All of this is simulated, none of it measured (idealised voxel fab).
process module | voxel transistor to metal
cross-section cut | 180 nm wide | cells 5 nm
A cross-section is a grid of square cells, given in bands from the top down. A band is one or more rows of cells.
Each band's line starts with the height of the band's top and of its bottom, in nm. Then come its materials from left to right, each with its width in nm. One material with "throughout" fills the band from edge to edge. "air" is empty space.
Height 0 is the level under which the wafer as received is all one material. The lowest band goes on downwards, as in "0 down".
A width such as "30 to 40" changes by the same amount from each row of cells to the next, from the band's top row to its bottom row.
"no change" after a step means that no cell of the cross-section changed.
closed voids: empty space of 8 cells or more with no open way to the top, each as width x height at its distance from the left edge, in nm
after a step's settings: what the simulator itself notes on the step
overlay nm, on a step with a mask: how far to the right of its planned place the mask lay; to the left if negative
Each pair below shows a cross-section before one step and the cross-section after it, down to the lowest band that changed. The line under each pair gives the step between them, with its settings. The pairs can come from different runs of this module on the same starting wafer, so a pair continues from the pair above only where its "before" says so.
before
  55 to 45: SiO2 throughout
  45 to 25: SiO2 40 | W 20 | SiO2 60 | W 20 | SiO2 40
  25 to 20: SiO2 40 | TiN 20 | SiO2 60 | TiN 20 | SiO2 40
  20 to 10: SiO2 40 | TiN 5 | W 10 | TiN 5 | SiO2 60 | TiN 5 | W 10 | TiN 5 | SiO2 40
  10 to 0: SiO2 40 | TiN 5 | W 10 | TiN 5 | SiO2 10 | HfO2 5 | TiN 5 | W 20 | TiN 5 | HfO2 5 | SiO2 10 | TiN 5 | W 10 | TiN 5 | SiO2 40
  0 to -5: SiO2 40 | TiN 20 | SiO2 10 | HfO2 5 | TiN 30 | HfO2 5 | SiO2 10 | TiN 20 | SiO2 40
  -5 to -10: SiO2 35 | nSi 35 | HfO2 40 | nSi 35 | SiO2 35
  -10 to -35: SiO2 35 | Si 110 | SiO2 35
  -35 down: Si throughout
  closed voids: none
after
  45 to 25: SiO2 40 | W 20 | SiO2 60 | W 20 | SiO2 40
  below 25: unchanged
  closed voids: none
the step between: op CMP | height nm 45
before: the cross-section after the pair above
after
  50 to 45: SiCN throughout
  below 45: unchanged
  closed voids: none
the step between: op CONFORMAL_DEP | material SiCN | thk nm 5
before: the cross-section after the pair above
after
  85 to 50: lowk throughout
  below 50: unchanged
  closed voids: none
the step between: op DIRECTIONAL_DEP | material lowk | thk nm 35
before: the cross-section after the pair above
after
  85 to 65: lowk 40 | air 20 | lowk 60 | air 20 | lowk 40
  below 65: unchanged
  closed voids: none
the step between: op MASKED_ETCH | tone open | mask id METAL_2 | width nm 20 | pitch nm 80 | etch materials lowk | depth nm 20 | overlay nm 0
before: the cross-section after the pair above
after
  105 to 85: resist 40 | air 15 | resist 65 | air 15 | resist 45
  85 to 65: lowk 40 | air 15 | resist 5 | lowk 60 | air 15 | resist 5 | lowk 40
  below 65: unchanged
  closed voids: none
the step between: op PATTERN | tone open | mask id METAL_2_HOLES | material resist | width nm 15 | pitch nm 80 | thk nm 20 | overlay nm 0
before: the cross-section after the pair above
after
  105 to 85: resist 40 | air 15 | resist 65 | air 15 | resist 45
  85 to 65: lowk 40 | air 15 | resist 5 | lowk 60 | air 15 | resist 5 | lowk 40
  65 to 50: lowk 40 | air 15 | lowk 65 | air 15 | lowk 45
  below 50: unchanged
  closed voids: none
the step between: op DIRECTIONAL_ETCH | etch materials lowk | depth nm 15
before: the cross-section after the pair above
after
  105 to 85: resist 40 | air 15 | resist 65 | air 15 | resist 45
  85 to 65: lowk 40 | air 15 | resist 5 | lowk 60 | air 15 | resist 5 | lowk 40
  65 to 50: lowk 40 | air 15 | lowk 65 | air 15 | lowk 45
  50 to 45: SiCN 40 | air 15 | SiCN 65 | air 15 | SiCN 45
  below 45: unchanged
  closed voids: none
the step between: op DIRECTIONAL_ETCH | etch materials SiCN | depth nm 5
before: the cross-section after the pair above
after
  85 to 65: lowk 40 | air 20 | lowk 60 | air 20 | lowk 40
  below 65: unchanged
  closed voids: none
the step between: op STRIP | etch materials resist
before: the cross-section after the pair above
after
  90 to 85: TiN 45 | air 10 | TiN 70 | air 10 | TiN 45
  85 to 70: lowk 40 | TiN 5 | air 10 | TiN 5 | lowk 60 | TiN 5 | air 10 | TiN 5 | lowk 40
  70 to 65: lowk 40 | TiN 5 | air 5 | TiN 10 | lowk 60 | TiN 5 | air 5 | TiN 10 | lowk 40
  65 to 50: lowk 40 | TiN 5 | air 5 | TiN 5 | lowk 65 | TiN 5 | air 5 | TiN 5 | lowk 45
  50 to 45: SiCN 40 | TiN 15 | SiCN 65 | TiN 15 | SiCN 45
  below 45: unchanged
  closed voids: none
the step between: op CONFORMAL_DEP | material TiN | thk nm 5
before: the cross-section after the pair above
after
  95 to 90: Cu throughout
  90 to 85: TiN 45 | Cu 10 | TiN 70 | Cu 10 | TiN 45
  85 to 70: lowk 40 | TiN 5 | Cu 10 | TiN 5 | lowk 60 | TiN 5 | Cu 10 | TiN 5 | lowk 40
  70 to 65: lowk 40 | TiN 5 | Cu 5 | TiN 10 | lowk 60 | TiN 5 | Cu 5 | TiN 10 | lowk 40
  65 to 50: lowk 40 | TiN 5 | Cu 5 | TiN 5 | lowk 65 | TiN 5 | Cu 5 | TiN 5 | lowk 45
  below 50: unchanged
  closed voids: none
the step between: op FILL_DEP | material Cu | thk nm 5
before: the cross-section after the pair above
after
  85 to 70: lowk 40 | TiN 5 | Cu 10 | TiN 5 | lowk 60 | TiN 5 | Cu 10 | TiN 5 | lowk 40
  below 70: unchanged
  closed voids: none
the step between: op CMP | height nm 85
before: the cross-section after the pair above
after
  90 to 85: SiCN throughout
  below 85: unchanged
  closed voids: none
the step between: op CONFORMAL_DEP | material SiCN | thk nm 5
before
  85 to 65: lowk 40 | air 20 | lowk 60 | air 20 | lowk 40
  65 to 50: lowk throughout
  50 to 45: SiCN throughout
  45 to 25: SiO2 40 | W 20 | SiO2 60 | W 20 | SiO2 40
  25 to 20: SiO2 40 | TiN 20 | SiO2 60 | TiN 20 | SiO2 40
  20 to 10: SiO2 40 | TiN 5 | W 10 | TiN 5 | SiO2 60 | TiN 5 | W 10 | TiN 5 | SiO2 40
  10 to 0: SiO2 40 | TiN 5 | W 10 | TiN 5 | SiO2 5 | SiN 5 | HfO2 5 | TiN 5 | W 20 | TiN 5 | HfO2 5 | SiN 5 | SiO2 5 | TiN 5 | W 10 | TiN 5 | SiO2 40
  0 to -5: SiO2 35 | SiN 5 | TiN 20 | SiO2 5 | SiN 5 | HfO2 5 | TiN 30 | HfO2 5 | SiN 5 | SiO2 5 | TiN 20 | SiN 5 | SiO2 35
  -5 to -10: SiO2 40 | nSi 25 | SiO2 5 | HfO2 40 | SiO2 5 | nSi 25 | SiO2 40
  -10 to -35: SiO2 35 | Si 110 | SiO2 35
  -35 down: Si throughout
  closed voids: none
after
  85 to 50: lowk 40 | air 20 | lowk 60 | air 20 | lowk 40
  below 50: unchanged
  closed voids: none
the step between: op MASKED_ETCH | tone open | mask id METAL_2 | width nm 20 | pitch nm 80 | etch materials lowk | depth nm 20 | overlay nm 0
before: the cross-section after the pair above
after
  105 to 85: resist 40 | air 15 | resist 65 | air 15 | resist 45
  85 to 50: lowk 40 | air 15 | resist 5 | lowk 60 | air 15 | resist 5 | lowk 40
  below 50: unchanged
  closed voids: none
the step between: op PATTERN | tone open | mask id METAL_2_HOLES | material resist | width nm 15 | pitch nm 80 | thk nm 20 | overlay nm 0
before: the cross-section after the pair above
after
  105 to 85: resist 40 | air 15 | resist 65 | air 15 | resist 45
  85 to 50: lowk 40 | air 15 | resist 5 | lowk 60 | air 15 | resist 5 | lowk 40
  50 to 45: SiCN 40 | air 15 | SiCN 65 | air 15 | SiCN 45
  below 45: unchanged
  closed voids: none
the step between: op DIRECTIONAL_ETCH | etch materials SiCN | depth nm 5
before: the cross-section after the pair above
after
  85 to 50: lowk 40 | air 20 | lowk 60 | air 20 | lowk 40
  below 50: unchanged
  closed voids: none
the step between: op STRIP | etch materials resist
before: the cross-section after the pair above
after
  90 to 85: TiN 45 | air 10 | TiN 70 | air 10 | TiN 45
  85 to 55: lowk 40 | TiN 5 | air 10 | TiN 5 | lowk 60 | TiN 5 | air 10 | TiN 5 | lowk 40
  55 to 50: lowk 40 | TiN 5 | air 5 | TiN 10 | lowk 60 | TiN 5 | air 5 | TiN 10 | lowk 40
  50 to 45: SiCN 40 | TiN 15 | SiCN 65 | TiN 15 | SiCN 45
  below 45: unchanged
  closed voids: none
the step between: op CONFORMAL_DEP | material TiN | thk nm 5
before: the cross-section after the pair above
after
  95 to 90: Cu throughout
  90 to 85: TiN 45 | Cu 10 | TiN 70 | Cu 10 | TiN 45
  85 to 55: lowk 40 | TiN 5 | Cu 10 | TiN 5 | lowk 60 | TiN 5 | Cu 10 | TiN 5 | lowk 40
  55 to 50: lowk 40 | TiN 5 | Cu 5 | TiN 10 | lowk 60 | TiN 5 | Cu 5 | TiN 10 | lowk 40
  below 50: unchanged
  closed voids: none
the step between: op FILL_DEP | material Cu | thk nm 5
before: the cross-section after the pair above
after
  85 to 55: lowk 40 | TiN 5 | Cu 10 | TiN 5 | lowk 60 | TiN 5 | Cu 10 | TiN 5 | lowk 40
  below 55: unchanged
  closed voids: none
the step between: op CMP | height nm 85
before: the cross-section after the pair above
after
  90 to 85: SiCN throughout
  below 85: unchanged
  closed voids: none
the step between: op CONFORMAL_DEP | material SiCN | thk nm 5
before
  15 to 0: SiO2 35 | SiN 110 | SiO2 35
  0 to -5: SiO2 throughout
  -5 to -35: SiO2 35 | Si 110 | SiO2 35
  -35 down: Si throughout
  closed voids: none
after
  15 to 0: SiO2 35 | air 110 | SiO2 35
  below 0: unchanged
  closed voids: none
the step between: op STRIP | etch materials SiN
before: the cross-section after the pair above
after
  5 to -5: SiO2 25 | air 130 | SiO2 25
  -5 to -10: SiO2 25 | air 10 | Si 110 | air 10 | SiO2 25
  below -10: unchanged
  closed voids: none
the step between: op SELECTIVE_ETCH | etch materials SiO2 | depth nm 10
before: the cross-section after the pair above
after
  0 to -5: SiO2 20 | air 140 | SiO2 20
  -5 to -15: SiO2 20 | air 15 | Si 110 | air 15 | SiO2 20
  below -15: unchanged
  closed voids: none
the step between: op SELECTIVE_ETCH | etch materials SiO2 | depth nm 5
before: the cross-section after the pair above
after
  0 to -5: SiO2 20 | air 140 | SiO2 20
  -5 to -10: SiO2 20 | air 15 | SiO2 110 | air 15 | SiO2 20
  -10 to -15: SiO2 20 | air 15 | SiO2 5 | Si 100 | SiO2 5 | air 15 | SiO2 20
  -15 to -20: SiO2 40 | Si 100 | SiO2 40
  below -20: unchanged
  closed voids: none
the step between: op OXIDIZE | depth nm 5
before: the cross-section after the pair above
after
  20 to 15: polySi 20 | air 140 | polySi 20
  15 to 5: polySi 20 | air 15 | polySi 110 | air 15 | polySi 20
  5 to 0: polySi throughout
  0 to -5: SiO2 20 | polySi 140 | SiO2 20
  -5 to -10: SiO2 20 | polySi 15 | SiO2 110 | polySi 15 | SiO2 20
  -10 to -15: SiO2 20 | polySi 15 | SiO2 5 | Si 100 | SiO2 5 | polySi 15 | SiO2 20
  below -15: unchanged
  closed voids: none
the step between: op DIRECTIONAL_DEP | material polySi | thk nm 20
before: the cross-section after the pair above
after
  35 to 30: SiCN 20 | air 140 | SiCN 20
  30 to 20: SiCN 20 | air 15 | SiCN 110 | air 15 | SiCN 20
  20 to 15: polySi 20 | SiCN 140 | polySi 20
  15 to 5: polySi 20 | SiCN 15 | polySi 110 | SiCN 15 | polySi 20
  below 5: unchanged
  closed voids: none
the step between: op DIRECTIONAL_DEP | material SiCN | thk nm 15
before: the cross-section after the pair above
after
  50 to 35: air 75 | resist 30 | air 75
  35 to 30: SiCN 20 | air 55 | resist 30 | air 55 | SiCN 20
  below 30: unchanged
  closed voids: none
the step between: op PATTERN | tone cover | mask id GATE | material resist | width nm 30 | thk nm 15 | overlay nm 0
before: the cross-section after the pair above
after
  50 to 30: air 75 | resist 30 | air 75
  30 to 20: air 75 | SiCN 30 | air 75
  20 to 15: polySi 20 | air 55 | SiCN 30 | air 55 | polySi 20
  15 to 5: polySi 20 | air 15 | polySi 110 | air 15 | polySi 20
  below 5: unchanged
  closed voids: none
the step between: op DIRECTIONAL_ETCH | etch materials SiCN | depth nm 25
before: the cross-section after the pair above
after
  50 to 30: air 75 | resist 30 | air 75
  30 to 15: air 75 | SiCN 30 | air 75
  15 to 0: air 75 | polySi 30 | air 75
  0 to -5: SiO2 20 | air 55 | polySi 30 | air 55 | SiO2 20
  -5 to -10: SiO2 20 | air 15 | SiO2 110 | air 15 | SiO2 20
  -10 to -15: SiO2 20 | air 15 | SiO2 5 | Si 100 | SiO2 5 | air 15 | SiO2 20
  below -15: unchanged
  closed voids: none
the step between: op DIRECTIONAL_ETCH | etch materials polySi | depth nm 30
before: the cross-section after the pair above
after
  30 to 15: air 75 | SiCN 30 | air 75
  below 15: unchanged
  closed voids: none
the step between: op STRIP | etch materials resist
before: the cross-section after the pair above
after
  35 to 30: air 70 | SiO2 40 | air 70
  30 to 15: air 70 | SiO2 5 | SiCN 30 | SiO2 5 | air 70
  15 to 5: air 70 | SiO2 5 | polySi 30 | SiO2 5 | air 70
  5 to -5: SiO2 25 | air 45 to 5 | SiO2 5 to 45 | polySi 30 | SiO2 5 to 45 | air 45 to 5 | SiO2 25
  -5 to -10: SiO2 25 | air 5 | SiO2 120 | air 5 | SiO2 25
  -10 to -20: SiO2 40 | Si 100 | SiO2 40
  below -20: unchanged
  closed voids: none
the step between: op CONFORMAL_DEP | material SiO2 | thk nm 5
before: the cross-section after the pair above
after
  30 to 15: air 70 | SiO2 5 | SiCN 30 | SiO2 5 | air 70
  15 to 0: air 70 | SiO2 5 | polySi 30 | SiO2 5 | air 70
  0 to -5: SiO2 25 | air 45 | SiO2 5 | polySi 30 | SiO2 5 | air 45 | SiO2 25
  -5 to -10: SiO2 25 | air 5 | SiO2 120 | air 5 | SiO2 25
  -10 to -15: SiO2 25 | air 5 | SiO2 10 | Si 100 | SiO2 10 | air 5 | SiO2 25
  below -15: unchanged
  closed voids: none
the step between: op DIRECTIONAL_ETCH | etch materials SiO2 | depth nm 5
before: the cross-section after the pair above
after
  35 to 30: air 65 | SiN 50 | air 65
  30 to 15: air 65 | SiN 5 | SiO2 5 | SiCN 30 | SiO2 5 | SiN 5 | air 65
  15 to 5: air 65 | SiN 5 | SiO2 5 | polySi 30 | SiO2 5 | SiN 5 | air 65
  5 to 0: SiN 30 | air 35 | SiN 5 | SiO2 5 | polySi 30 | SiO2 5 | SiN 5 | air 35 | SiN 30
  0 to -5: SiO2 25 | SiN 45 | SiO2 5 | polySi 30 | SiO2 5 | SiN 45 | SiO2 25
  -5 to -10: SiO2 25 | SiN 5 | SiO2 120 | SiN 5 | SiO2 25
  -10 to -15: SiO2 25 | SiN 5 | SiO2 10 | Si 100 | SiO2 10 | SiN 5 | SiO2 25
  below -15: unchanged
  closed voids: none
the step between: op CONFORMAL_DEP | material SiN | thk nm 5
before: the cross-section after the pair above
after
  30 to 15: air 65 | SiN 5 | SiO2 5 | SiCN 30 | SiO2 5 | SiN 5 | air 65
  15 to 0: air 65 | SiN 5 | SiO2 5 | polySi 30 | SiO2 5 | SiN 5 | air 65
  0 to -5: SiO2 25 | SiN 5 | air 35 | SiN 5 | SiO2 5 | polySi 30 | SiO2 5 | SiN 5 | air 35 | SiN 5 | SiO2 25
  below -5: unchanged
  closed voids: none
the step between: op DIRECTIONAL_ETCH | etch materials SiN | depth nm 5
before: the cross-section after the pair above
after
  30 to 25: air 65 | SiN 5 | air 5 | SiCN 30 | air 5 | SiN 5 | air 65
  25 to 15: air 65 | SiN 5 | SiO2 5 | SiCN 30 | SiO2 5 | SiN 5 | air 65
  15 to 0: air 65 | SiN 5 | SiO2 5 | polySi 30 | SiO2 5 | SiN 5 | air 65
  0 to -5: air 25 | SiN 5 | air 35 | SiN 5 | SiO2 5 | polySi 30 | SiO2 5 | SiN 5 | air 35 | SiN 5 | air 25
  -5 to -10: SiO2 25 | SiN 5 | air 35 | SiO2 50 | air 35 | SiN 5 | SiO2 25
  below -10: unchanged
  closed voids: none
the step between: op DIRECTIONAL_ETCH | etch materials SiO2 | depth nm 5
before: the cross-section after the pair above
after
  30 to 25: air 65 | SiN 5 | air 5 | SiCN 30 | air 5 | SiN 5 | air 65
  25 to 15: air 65 | SiN 5 | SiO2 5 | SiCN 30 | SiO2 5 | SiN 5 | air 65
  15 to 0: air 65 | SiN 5 | SiO2 5 | polySi 30 | SiO2 5 | SiN 5 | air 65
  0 to -5: air 25 | SiN 5 | air 35 | SiN 5 | SiO2 5 | polySi 30 | SiO2 5 | SiN 5 | air 35 | SiN 5 | air 25
  -5 to -10: SiO2 25 | SiN 5 | air 5 | nSi 30 | SiO2 50 | nSi 30 | air 5 | SiN 5 | SiO2 25
  below -10: unchanged
  closed voids: none
the step between: op EPI | material nSi | thk nm 5
before: the cross-section after the pair above
after
  40 to 30: SiO2 throughout
  30 to 15: SiO2 65 | SiN 5 | SiO2 5 | SiCN 30 | SiO2 5 | SiN 5 | SiO2 65
  15 to 0: SiO2 65 | SiN 5 | SiO2 5 | polySi 30 | SiO2 5 | SiN 5 | SiO2 65
  0 to -5: SiO2 25 | SiN 5 | SiO2 35 | SiN 5 | SiO2 5 | polySi 30 | SiO2 5 | SiN 5 | SiO2 35 | SiN 5 | SiO2 25
  -5 to -10: SiO2 25 | SiN 5 | SiO2 5 | nSi 30 | SiO2 50 | nSi 30 | SiO2 5 | SiN 5 | SiO2 25
  below -10: unchanged
  closed voids: none
the step between: op FILL_DEP | material SiO2 | thk nm 10
before: the cross-section after the pair above
after
  15 to 0: SiO2 65 | SiN 5 | SiO2 5 | polySi 30 | SiO2 5 | SiN 5 | SiO2 65
  below 0: unchanged
  closed voids: none
the step between: op CMP | height nm 15
before: the cross-section after the pair above
after
  15 to 0: SiO2 65 | SiN 5 | SiO2 5 | air 30 | SiO2 5 | SiN 5 | SiO2 65
  0 to -5: SiO2 25 | SiN 5 | SiO2 35 | SiN 5 | SiO2 5 | air 30 | SiO2 5 | SiN 5 | SiO2 35 | SiN 5 | SiO2 25
  below -5: unchanged
  closed voids: none
the step between: op STRIP | etch materials polySi
before: the cross-section after the pair above
after
  15 to 10: air 65 | SiN 5 | air 40 | SiN 5 | air 65
  10 to 0: SiO2 65 | SiN 5 | air 40 | SiN 5 | SiO2 65
  0 to -5: SiO2 25 | SiN 5 | SiO2 35 | SiN 5 | air 40 | SiN 5 | SiO2 35 | SiN 5 | SiO2 25
  -5 to -10: SiO2 25 | SiN 5 | SiO2 5 | nSi 30 | SiO2 5 | air 40 | SiO2 5 | nSi 30 | SiO2 5 | SiN 5 | SiO2 25
  below -10: unchanged
  closed voids: none
the step between: op SELECTIVE_ETCH | etch materials SiO2 | depth nm 5
before: the cross-section after the pair above
after
  20 to 15: air 60 | HfO2 15 | air 30 | HfO2 15 | air 60
  15 to 10: HfO2 65 | SiN 5 | HfO2 5 | air 30 | HfO2 5 | SiN 5 | HfO2 65
  10 to 0: SiO2 65 | SiN 5 | HfO2 5 | air 30 | HfO2 5 | SiN 5 | SiO2 65
  0 to -5: SiO2 25 | SiN 5 | SiO2 35 | SiN 5 | HfO2 5 | air 30 | HfO2 5 | SiN 5 | SiO2 35 | SiN 5 | SiO2 25
  -5 to -10: SiO2 25 | SiN 5 | SiO2 5 | nSi 30 | SiO2 5 | HfO2 40 | SiO2 5 | nSi 30 | SiO2 5 | SiN 5 | SiO2 25
  below -10: unchanged
  closed voids: none
the step between: op CONFORMAL_DEP | material HfO2 | thk nm 5
before: the cross-section after the pair above
after
  25 to 20: air 55 | TiN 25 | air 20 | TiN 25 | air 55
  20 to 15: TiN 60 | HfO2 15 | TiN 5 | air 20 | TiN 5 | HfO2 15 | TiN 60
  15 to 10: HfO2 65 | SiN 5 | HfO2 5 | TiN 5 | air 20 | TiN 5 | HfO2 5 | SiN 5 | HfO2 65
  10 to 0: SiO2 65 | SiN 5 | HfO2 5 | TiN 5 | air 20 | TiN 5 | HfO2 5 | SiN 5 | SiO2 65
  0 to -5: SiO2 25 | SiN 5 | SiO2 35 | SiN 5 | HfO2 5 | TiN 30 | HfO2 5 | SiN 5 | SiO2 35 | SiN 5 | SiO2 25
  below -5: unchanged
  closed voids: none
the step between: op CONFORMAL_DEP | material TiN | thk nm 5
before: the cross-section after the pair above
after
  35 to 25: W throughout
  25 to 20: W 55 | TiN 25 | W 20 | TiN 25 | W 55
  20 to 15: TiN 60 | HfO2 15 | TiN 5 | W 20 | TiN 5 | HfO2 15 | TiN 60
  15 to 10: HfO2 65 | SiN 5 | HfO2 5 | TiN 5 | W 20 | TiN 5 | HfO2 5 | SiN 5 | HfO2 65
  10 to 0: SiO2 65 | SiN 5 | HfO2 5 | TiN 5 | W 20 | TiN 5 | HfO2 5 | SiN 5 | SiO2 65
  below 0: unchanged
  closed voids: none
the step between: op FILL_DEP | material W | thk nm 10
before: the cross-section after the pair above
after
  10 to 0: SiO2 65 | SiN 5 | HfO2 5 | TiN 5 | W 20 | TiN 5 | HfO2 5 | SiN 5 | SiO2 65
  below 0: unchanged
  closed voids: none
the step between: op CMP | height nm 10
before: the cross-section after the pair above
after
  20 to 10: SiO2 throughout
  below 10: unchanged
  closed voids: none
the step between: op DIRECTIONAL_DEP | material SiO2 | thk nm 10
before: the cross-section after the pair above
after
  35 to 20: resist 40 | air 20 | resist 60 | air 20 | resist 40
  below 20: unchanged
  closed voids: none
the step between: op PATTERN | tone open | mask id CONTACT | material resist | width nm 20 | pitch nm 80 | thk nm 15 | overlay nm 0
before: the cross-section after the pair above
after
  35 to 20: resist 40 | air 20 | resist 60 | air 20 | resist 40
  20 to 10: SiO2 40 | air 20 | SiO2 60 | air 20 | SiO2 40
  10 to 0: SiO2 40 | air 20 | SiO2 5 | SiN 5 | HfO2 5 | TiN 5 | W 20 | TiN 5 | HfO2 5 | SiN 5 | SiO2 5 | air 20 | SiO2 40
  0 to -5: SiO2 25 | SiN 5 | SiO2 10 | air 20 | SiO2 5 | SiN 5 | HfO2 5 | TiN 30 | HfO2 5 | SiN 5 | SiO2 5 | air 20 | SiO2 10 | SiN 5 | SiO2 25
  below -5: unchanged
  closed voids: none
the step between: op DIRECTIONAL_ETCH | etch materials SiO2 | depth nm 25
before: the cross-section after the pair above
after
  20 to 10: SiO2 40 | air 20 | SiO2 60 | air 20 | SiO2 40
  below 10: unchanged
  closed voids: none
the step between: op STRIP | etch materials resist
before: the cross-section after the pair above
after
  25 to 20: TiN 45 | air 10 | TiN 70 | air 10 | TiN 45
  20 to 10: SiO2 40 | TiN 5 | air 10 | TiN 5 | SiO2 60 | TiN 5 | air 10 | TiN 5 | SiO2 40
  10 to 0: SiO2 40 | TiN 5 | air 10 | TiN 5 | SiO2 5 | SiN 5 | HfO2 5 | TiN 5 | W 20 | TiN 5 | HfO2 5 | SiN 5 | SiO2 5 | TiN 5 | air 10 | TiN 5 | SiO2 40
  0 to -5: SiO2 25 | SiN 5 | SiO2 10 | TiN 20 | SiO2 5 | SiN 5 | HfO2 5 | TiN 30 | HfO2 5 | SiN 5 | SiO2 5 | TiN 20 | SiO2 10 | SiN 5 | SiO2 25
  below -5: unchanged
  closed voids: none
the step between: op CONFORMAL_DEP | material TiN | thk nm 5
before: the cross-section after the pair above
after
  35 to 25: W throughout
  25 to 20: TiN 45 | W 10 | TiN 70 | W 10 | TiN 45
  20 to 10: SiO2 40 | TiN 5 | W 10 | TiN 5 | SiO2 60 | TiN 5 | W 10 | TiN 5 | SiO2 40
  10 to 0: SiO2 40 | TiN 5 | W 10 | TiN 5 | SiO2 5 | SiN 5 | HfO2 5 | TiN 5 | W 20 | TiN 5 | HfO2 5 | SiN 5 | SiO2 5 | TiN 5 | W 10 | TiN 5 | SiO2 40
  below 0: unchanged
  closed voids: none
the step between: op FILL_DEP | material W | thk nm 10
before: the cross-section after the pair above
after
  20 to 10: SiO2 40 | TiN 5 | W 10 | TiN 5 | SiO2 60 | TiN 5 | W 10 | TiN 5 | SiO2 40
  below 10: unchanged
  closed voids: none
the step between: op CMP | height nm 20
before: the cross-section after the pair above
after
  25 to 20: TiN throughout
  below 20: unchanged
  closed voids: none
the step between: op DIRECTIONAL_DEP | material TiN | thk nm 5
before: the cross-section after the pair above
after
  45 to 25: W throughout
  below 25: unchanged
  closed voids: none
the step between: op DIRECTIONAL_DEP | material W | thk nm 20
before: the cross-section after the pair above
after
  55 to 45: aC throughout
  below 45: unchanged
  closed voids: none
the step between: op DIRECTIONAL_DEP | material aC | thk nm 10
before: the cross-section after the pair above
after
  80 to 55: air 40 | resist 20 | air 60 | resist 20 | air 40
  below 55: unchanged
  closed voids: none
the step between: op PATTERN | tone cover | mask id METAL_1 | material resist | width nm 20 | pitch nm 80 | thk nm 25 | overlay nm 0
before: the cross-section after the pair above
after
  70 to 55: air 40 | resist 20 | air 60 | resist 20 | air 40
  55 to 45: air 40 | aC 20 | air 60 | aC 20 | air 40
  below 45: unchanged
  closed voids: none
the step between: op DIRECTIONAL_ETCH | etch materials aC | depth nm 10
before: the cross-section after the pair above
after
  55 to 45: air 40 | aC 20 | air 60 | aC 20 | air 40
  below 45: unchanged
  closed voids: none
the step between: op STRIP | etch materials resist
before: the cross-section after the pair above
after
  55 to 45: air 40 | aC 20 | air 60 | aC 20 | air 40
  45 to 25: air 40 | W 20 | air 60 | W 20 | air 40
  below 25: unchanged
  closed voids: none
the step between: op DIRECTIONAL_ETCH | etch materials W | depth nm 20
before: the cross-section after the pair above
after
  55 to 45: air 40 | aC 20 | air 60 | aC 20 | air 40
  45 to 25: air 40 | W 20 | air 60 | W 20 | air 40
  25 to 20: air 40 | TiN 20 | air 60 | TiN 20 | air 40
  below 20: unchanged
  closed voids: none
the step between: op DIRECTIONAL_ETCH | etch materials TiN | depth nm 5
before: the cross-section after the pair above
after
  45 to 25: air 40 | W 20 | air 60 | W 20 | air 40
  below 25: unchanged
  closed voids: none
the step between: op STRIP | etch materials aC
before: the cross-section after the pair above
after
  55 to 45: SiO2 throughout
  45 to 25: SiO2 40 | W 20 | SiO2 60 | W 20 | SiO2 40
  25 to 20: SiO2 40 | TiN 20 | SiO2 60 | TiN 20 | SiO2 40
  below 20: unchanged
  closed voids: none
the step between: op FILL_DEP | material SiO2 | thk nm 10
before: the cross-section after the pair above
after
  45 to 25: SiO2 40 | W 20 | SiO2 60 | W 20 | SiO2 40
  below 25: unchanged
  closed voids: none
the step between: op CMP | height nm 45
before: the cross-section after the pair above
after
  50 to 45: SiCN throughout
  below 45: unchanged
  closed voids: none
the step between: op CONFORMAL_DEP | material SiCN | thk nm 5
before: the cross-section after the pair above
after
  85 to 50: lowk throughout
  below 50: unchanged
  closed voids: none
the step between: op DIRECTIONAL_DEP | material lowk | thk nm 35
before: the cross-section after the pair above
after
  85 to 65: lowk 40 | air 20 | lowk 60 | air 20 | lowk 40
  below 65: unchanged
  closed voids: none
the step between: op MASKED_ETCH | tone open | mask id METAL_2 | width nm 20 | pitch nm 80 | etch materials lowk | depth nm 20 | overlay nm 0
before: the cross-section after the pair above
after
  105 to 85: resist 40 | air 15 | resist 65 | air 15 | resist 45
  85 to 65: lowk 40 | air 15 | resist 5 | lowk 60 | air 15 | resist 5 | lowk 40
  below 65: unchanged
  closed voids: none
the step between: op PATTERN | tone open | mask id METAL_2_HOLES | material resist | width nm 15 | pitch nm 80 | thk nm 20 | overlay nm 0
before: the cross-section after the pair above
after
  105 to 85: resist 40 | air 15 | resist 65 | air 15 | resist 45
  85 to 65: lowk 40 | air 15 | resist 5 | lowk 60 | air 15 | resist 5 | lowk 40
  65 to 50: lowk 40 | air 15 | lowk 65 | air 15 | lowk 45
  below 50: unchanged
  closed voids: none
the step between: op DIRECTIONAL_ETCH | etch materials lowk | depth nm 15
before: the cross-section after the pair above
after
  105 to 85: resist 40 | air 15 | resist 65 | air 15 | resist 45
  85 to 65: lowk 40 | air 15 | resist 5 | lowk 60 | air 15 | resist 5 | lowk 40
  65 to 50: lowk 40 | air 15 | lowk 65 | air 15 | lowk 45
  50 to 45: SiCN 40 | air 15 | SiCN 65 | air 15 | SiCN 45
  below 45: unchanged
  closed voids: none
the step between: op DIRECTIONAL_ETCH | etch materials SiCN | depth nm 5
before: the cross-section after the pair above
after
  85 to 65: lowk 40 | air 20 | lowk 60 | air 20 | lowk 40
  below 65: unchanged
  closed voids: none
the step between: op STRIP | etch materials resist
before: the cross-section after the pair above
after
  90 to 85: TiN 45 | air 10 | TiN 70 | air 10 | TiN 45
  85 to 70: lowk 40 | TiN 5 | air 10 | TiN 5 | lowk 60 | TiN 5 | air 10 | TiN 5 | lowk 40
  70 to 65: lowk 40 | TiN 5 | air 5 | TiN 10 | lowk 60 | TiN 5 | air 5 | TiN 10 | lowk 40
  65 to 50: lowk 40 | TiN 5 | air 5 | TiN 5 | lowk 65 | TiN 5 | air 5 | TiN 5 | lowk 45
  50 to 45: SiCN 40 | TiN 15 | SiCN 65 | TiN 15 | SiCN 45
  below 45: unchanged
  closed voids: none
the step between: op CONFORMAL_DEP | material TiN | thk nm 5
before: the cross-section after the pair above
after
  95 to 90: Cu throughout
  90 to 85: TiN 45 | Cu 10 | TiN 70 | Cu 10 | TiN 45
  85 to 70: lowk 40 | TiN 5 | Cu 10 | TiN 5 | lowk 60 | TiN 5 | Cu 10 | TiN 5 | lowk 40
  70 to 65: lowk 40 | TiN 5 | Cu 5 | TiN 10 | lowk 60 | TiN 5 | Cu 5 | TiN 10 | lowk 40
  65 to 50: lowk 40 | TiN 5 | Cu 5 | TiN 5 | lowk 65 | TiN 5 | Cu 5 | TiN 5 | lowk 45
  below 50: unchanged
  closed voids: none
the step between: op FILL_DEP | material Cu | thk nm 5
before: the cross-section after the pair above
after
  85 to 70: lowk 40 | TiN 5 | Cu 10 | TiN 5 | lowk 60 | TiN 5 | Cu 10 | TiN 5 | lowk 40
  below 70: unchanged
  closed voids: none
the step between: op CMP | height nm 85
before: the cross-section after the pair above
after
  90 to 85: SiCN throughout
  below 85: unchanged
  closed voids: none
the step between: op CONFORMAL_DEP | material SiCN | thk nm 5
